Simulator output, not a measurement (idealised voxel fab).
The process module that follows is named voxel transistor to metal.
We display cut, a cross-section 160 nm in width whose square cells are each 5 nm.
Format of a cross-section: grid, square cells. Given as bands. Order: top down. Band: one or more rows of cells. Each band's line starts with the height of the band's top and of its bottom, in nm. Then come its materials from left to right, each with its width in nm. One material with "full width" fills the band from edge to edge. "blank" is empty space. For the purposes of this specification, 0 denotes the height below which the wafer in its as-received condition is composed wholly of one material, and the lowermost band, lacking a lower limit, extends downward without end, as expressed in "0 and below". A two-number width, for instance "30->40", indicates that the width is equal to the first number in the top row of the band and to the second number in the bottom row, and that it changes by a constant amount per row of cells. "remained unchanged" after a step means that no cell of the cross-section changed. What "Sealed cavities" gives you is every empty space of 8 cells or more that is cut off from the top. Each appears as width x height at distance, with the distance taken from the left edge and width, height and distance all in nm. If you see something after the settings on a step's line, that's the simulator's own remark about that step. On any step carrying a mask, the "overlay nm" setting, if present on the step's line, tells how far right of its planned place the mask lay; negative values point to the left.
# Process steps (planned)
- 1: RECEIVE [material Si]
- 2: CONFORMAL_DEP [material SiO2] [thk nm 5]
- 3: CONFORMAL_DEP [material SiN] [thk nm 15]
- 4: PATTERN [tone cover] [mask id ACTIVE] [material resist] [width nm 95] [thk nm 15] [overlay nm 0]
- 5: DIRECTIONAL_ETCH [etch materials SiN] [depth nm 15]
- 6: DIRECTIONAL_ETCH [etch materials SiO2] [depth nm 5]
- 7: DIRECTIONAL_ETCH [etch materials Si] [depth nm 20]
- 8: STRIP [etch materials resist]
- 9: FILL_DEP [material SiO2] [thk nm 15]
- 10: CMP [height nm 20]
- 11: SELECTIVE_ETCH [etch materials SiO2] [depth nm 10]
- 12: STRIP [etch materials SiN]
- 13: SELECTIVE_ETCH [etch materials SiO2] [depth nm 5]
- 14: OXIDIZE [depth nm 5]
- 15: DIRECTIONAL_DEP [material polySi] [thk nm 25]
- 16: DIRECTIONAL_DEP [material SiCN] [thk nm 15]
- 17: PATTERN [tone cover] [mask id GATE] [material resist] [width nm 25] [thk nm 15] [overlay nm 0]
- 18: DIRECTIONAL_ETCH [etch materials SiCN] [depth nm 25]
- 19: DIRECTIONAL_ETCH [etch materials polySi] [depth nm 35]
- 20: STRIP [etch materials resist]
- 21: CONFORMAL_DEP [material SiO2] [thk nm 5]
- 22: DIRECTIONAL_ETCH [etch materials SiO2] [depth nm 5]
- 23: CONFORMAL_DEP [material SiN] [thk nm 5]
- 24: DIRECTIONAL_ETCH [etch materials SiN] [depth nm 5]
- 25: DIRECTIONAL_ETCH [etch materials SiO2] [depth nm 5]
- 26: DIRECTIONAL_ETCH [etch materials Si] [depth nm 15]
- 27: EPI [material SiGe] [thk nm 15]
- 28: FILL_DEP [material SiO2] [thk nm 5]
- 29: CMP [height nm 25]
- 30: STRIP [etch materials polySi]
- 31: SELECTIVE_ETCH [etch materials SiO2] [depth nm 5]
- 32: CONFORMAL_DEP [material HfO2] [thk nm 5]
- 33: CONFORMAL_DEP [material TiN] [thk nm 5]
- 34: FILL_DEP [material W] [thk nm 5]
- 35: CMP [height nm 20]
- 36: DIRECTIONAL_DEP [material SiO2] [thk nm 15]
- 37: PATTERN [tone open] [mask id CONTACT] [material resist] [width nm 15] [pitch nm 70] [thk nm 20] [overlay nm 0]
- 38: DIRECTIONAL_ETCH [etch materials SiO2] [depth nm 25]
- 39: STRIP [etch materials resist]
- 40: CONFORMAL_DEP [material TiN] [thk nm 5]
- 41: FILL_DEP [material Ru] [thk nm 10]
- 42: CMP [height nm 35]
- 43: DIRECTIONAL_DEP [material TiN] [thk nm 5]
- 44: DIRECTIONAL_DEP [material W] [thk nm 25]
- 45: PATTERN [tone cover] [mask id METAL_1] [material resist] [width nm 15] [pitch nm 70] [thk nm 20] [overlay nm 0]
- 46: DIRECTIONAL_ETCH [etch materials W] [depth nm 25]
- 47: DIRECTIONAL_ETCH [etch materials TiN] [depth nm 5]
- 48: STRIP [etch materials resist]
- 49: FILL_DEP [material SiO2] [thk nm 5]
- 50: CMP [height nm 65]
- 51: CONFORMAL_DEP [material SiCN] [thk nm 5]
- 52: DIRECTIONAL_DEP [material SiO2] [thk nm 30]
- 53: PATTERN [tone open] [mask id METAL_2] [material resist] [width nm 15] [pitch nm 70] [thk nm 20] [overlay nm 0]
- 54: DIRECTIONAL_ETCH [etch materials SiO2] [depth nm 20]
- 55: STRIP [etch materials resist]
- 56: MASKED_ETCH [tone open] [mask id METAL_2_HOLES] [width nm 15] [pitch nm 70] [etch materials SiO2] [depth nm 10] [overlay nm 0]
- 57: MASKED_ETCH [tone open] [mask id METAL_2_HOLES] [width nm 15] [pitch nm 70] [etch materials SiCN] [depth nm 5] [overlay nm 0]
- 58: CONFORMAL_DEP [material TiN] [thk nm 5]
- 59: FILL_DEP [material Ru] [thk nm 5]
- 60: CMP [height nm 100]
- 61: CONFORMAL_DEP [material SiCN] [thk nm 5]
# Delivered wafer in cross-section: state after step 1
0 and below: Si full width
Sealed cavities: none
# First wafer of two, sectioned at end of module; run went per plan
105 down to 100: SiCN full width
100 down to 70: SiO2 35 nm, then TiN 5 nm, then Ru 5 nm, then TiN 5 nm, then SiO2 55 nm, then TiN 5 nm, then Ru 5 nm, then TiN 5 nm, then SiO2 40 nm
70 down to 65: SiCN 35 nm, then TiN 15 nm, then SiCN 55 nm, then TiN 15 nm, then SiCN 40 nm
65 down to 40: SiO2 35 nm, then W 15 nm, then SiO2 55 nm, then W 15 nm, then SiO2 40 nm
40 down to 35: SiO2 35 nm, then TiN 15 nm, then SiO2 55 nm, then TiN 15 nm, then SiO2 40 nm
35 down to 20: SiO2 35 nm, then TiN 5 nm, then Ru 5 nm, then TiN 5 nm, then SiO2 55 nm, then TiN 5 nm, then Ru 5 nm, then TiN 5 nm, then SiO2 40 nm
20 down to 15: SiO2 35 nm, then TiN 5 nm, then Ru 5 nm, then TiN 5 nm, then SiO2 5 nm, then SiN 5 nm, then HfO2 5 nm, then TiN 5 nm, then W 15 nm, then TiN 5 nm, then HfO2 5 nm, then SiN 5 nm, then SiO2 5 nm, then TiN 5 nm, then Ru 5 nm, then TiN 5 nm, then SiO2 40 nm
15 down to 10: SiO2 35 nm, then TiN 15 nm, then SiO2 5 nm, then SiN 5 nm, then HfO2 5 nm, then TiN 5 nm, then W 15 nm, then TiN 5 nm, then HfO2 5 nm, then SiN 5 nm, then SiO2 5 nm, then TiN 15 nm, then SiO2 40 nm
10 down to 5: SiO2 30 nm, then SiGe 25 nm, then SiN 5 nm, then HfO2 5 nm, then TiN 5 nm, then W 15 nm, then TiN 5 nm, then HfO2 5 nm, then SiN 5 nm, then SiGe 25 nm, then SiO2 35 nm
5 down to 0: SiO2 30 nm, then SiN 5 nm, then SiGe 20 nm, then SiN 5 nm, then HfO2 5 nm, then TiN 25 nm, then HfO2 5 nm, then SiN 5 nm, then SiGe 20 nm, then SiN 5 nm, then SiO2 35 nm
0 down to -5: SiO2 35 nm, then SiGe 20 nm, then SiO2 5 nm, then HfO2 35 nm, then SiO2 5 nm, then SiGe 20 nm, then SiO2 40 nm
-5 down to -20: SiO2 30 nm, then Si 5 nm, then SiGe 20 nm, then Si 45 nm, then SiGe 20 nm, then Si 5 nm, then SiO2 35 nm
-20 and below: Si full width
Sealed cavities: none
# Same start, same plan as the first wafer - but one mistake in the run. Cross-section of the second of the two at the end of the module
105 down to 100: SiCN full width
100 down to 70: SiO2 35 nm, then TiN 5 nm, then Ru 5 nm, then TiN 5 nm, then SiO2 55 nm, then TiN 5 nm, then Ru 5 nm, then TiN 5 nm, then SiO2 40 nm
70 down to 65: SiCN 35 nm, then TiN 15 nm, then SiCN 55 nm, then TiN 15 nm, then SiCN 40 nm
65 down to 40: SiO2 35 nm, then W 15 nm, then SiO2 55 nm, then W 15 nm, then SiO2 40 nm
40 down to 35: SiO2 35 nm, then TiN 15 nm, then SiO2 55 nm, then TiN 15 nm, then SiO2 40 nm
35 down to 20: SiO2 35 nm, then TiN 5 nm, then Ru 5 nm, then TiN 5 nm, then SiO2 55 nm, then TiN 5 nm, then Ru 5 nm, then TiN 5 nm, then SiO2 40 nm
20 down to 15: SiO2 35 nm, then TiN 5 nm, then Ru 5 nm, then TiN 5 nm, then SiO2 10 nm, then SiN 5 nm, then HfO2 5 nm, then TiN 5 nm, then W 5 nm, then TiN 5 nm, then HfO2 5 nm, then SiN 5 nm, then SiO2 10 nm, then TiN 5 nm, then Ru 5 nm, then TiN 5 nm, then SiO2 40 nm
15 down to 10: SiO2 35 nm, then TiN 15 nm, then SiO2 10 nm, then SiN 5 nm, then HfO2 5 nm, then TiN 5 nm, then W 5 nm, then TiN 5 nm, then HfO2 5 nm, then SiN 5 nm, then SiO2 10 nm, then TiN 15 nm, then SiO2 40 nm
10 down to 5: SiO2 45 nm, then SiGe 15 nm, then SiN 5 nm, then HfO2 5 nm, then TiN 5 nm, then W 5 nm, then TiN 5 nm, then HfO2 5 nm, then SiN 5 nm, then SiGe 15 nm, then SiO2 50 nm
5 down to 0: SiO2 45 nm, then SiGe 15 nm, then SiN 5 nm, then HfO2 5 nm, then TiN 15 nm, then HfO2 5 nm, then SiN 5 nm, then SiGe 15 nm, then SiO2 50 nm
0 down to -5: SiO2 25 nm, then SiN 5 nm, then SiO2 15 nm, then SiGe 15 nm, then SiN 5 nm, then HfO2 25 nm, then SiN 5 nm, then SiGe 15 nm, then SiO2 15 nm, then SiN 5 nm, then SiO2 30 nm
-5 down to -20: SiO2 30 nm, then SiGe 30 nm, then Si 35 nm, then SiGe 30 nm, then SiO2 35 nm
-20 and below: Si full width
Sealed cavities: none
Deviation noted in wafer processing: step 21 was left out
End of process, cell counts, second wafer against first, materials with more or fewer: 2 fewer of HfO2 | 12 fewer of Si | 4 more of SiGe | 2 more of SiN | 16 more of SiO2 | 2 fewer of TiN | 6 fewer of W
